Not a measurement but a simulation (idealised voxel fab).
process module | voxel ribs on slabs
cross-section cut | 255 nm wide | cells 5 nm
A cross-section is a grid of square cells, given in bands from the top down. A band is one or more rows of cells.
Each band's line starts with the height of the band's top and of its bottom, in nm. Then come its materials from left to right, each with its width in nm. One material with "throughout" fills the band from edge to edge. "air" is empty space.
Height 0 is the level under which the wafer as received is all one material. The lowest band goes on downwards, as in "0 down".
A width such as "30 to 40" changes by the same amount from each row of cells to the next, from the band's top row to its bottom row.
"no change" after a step means that no cell of the cross-section changed.
closed voids: empty space of 8 cells or more with no open way to the top, each as width x height at its distance from the left edge, in nm
after a step's settings: what the simulator itself notes on the step
overlay nm, on a step with a mask: how far to the right of its planned place the mask lay; to the left if negative
plan
1 op RECEIVE | material Si
2 op DIRECTIONAL_DEP | material SiO2 | thk nm 30
3 op DIRECTIONAL_DEP | material polySi | thk nm 25
4 op MASKED_ETCH | tone cover | mask id RIB | width nm 25 | etch materials polySi | depth nm 15 | overlay nm 0
5 op MASKED_ETCH | tone cover | mask id SLAB | width nm 75 | etch materials polySi | depth nm 10 | overlay nm 0
6 op FILL_DEP | material SiO2 | thk nm 15
7 op CMP | height nm 65
8 op DIRECTIONAL_DEP | material TiN | thk nm 10
9 op PATTERN | tone cover | mask id HEATER | material resist | width nm 35 | thk nm 15 | overlay nm -15
10 op DIRECTIONAL_ETCH | etch materials TiN | depth nm 10
11 op STRIP | etch materials resist
12 op CONFORMAL_DEP | material SiO2 | thk nm 5
varied across the wafers: overlay nm of step 9. The plan shows the first wafer's value. All wafers start alike
first wafer as received, after step 1
  0 down: Si throughout
  closed voids: none
first wafer at the end, after step 12
  80 to 75: air 90 | SiO2 45 | air 120
  75 to 70: air 90 | SiO2 5 | TiN 35 | SiO2 5 | air 120
  70 to 65: SiO2 95 | TiN 35 | SiO2 125
  65 to 55: SiO2 throughout
  55 to 40: SiO2 115 | polySi 25 | SiO2 115
  40 to 30: SiO2 90 | polySi 75 | SiO2 90
  30 to 0: SiO2 throughout
  0 down: Si throughout
  closed voids: none
last wafer at the end
  80 to 75: air 120 | SiO2 45 | air 90
  75 to 70: air 120 | SiO2 5 | TiN 35 | SiO2 5 | air 90
  70 to 65: SiO2 125 | TiN 35 | SiO2 95
  65 to 55: SiO2 throughout
  55 to 40: SiO2 115 | polySi 25 | SiO2 115
  40 to 30: SiO2 90 | polySi 75 | SiO2 90
  30 to 0: SiO2 throughout
  0 down: Si throughout
  closed voids: none
each wafer at the end: cells of each material gained (+) or lost (-) since it was received, then its closed voids
overlay nm -15 | +673 SiO2 | +14 TiN | +45 polySi | closed voids: none
overlay nm -10 | +673 SiO2 | +14 TiN | +45 polySi | closed voids: none
overlay nm -5 | +673 SiO2 | +14 TiN | +45 polySi | closed voids: none
overlay nm 0 | +673 SiO2 | +14 TiN | +45 polySi | closed voids: none
overlay nm 5 | +673 SiO2 | +14 TiN | +45 polySi | closed voids: none
overlay nm 10 | +673 SiO2 | +14 TiN | +45 polySi | closed voids: none
overlay nm 15 | +673 SiO2 | +14 TiN | +45 polySi | closed voids: none
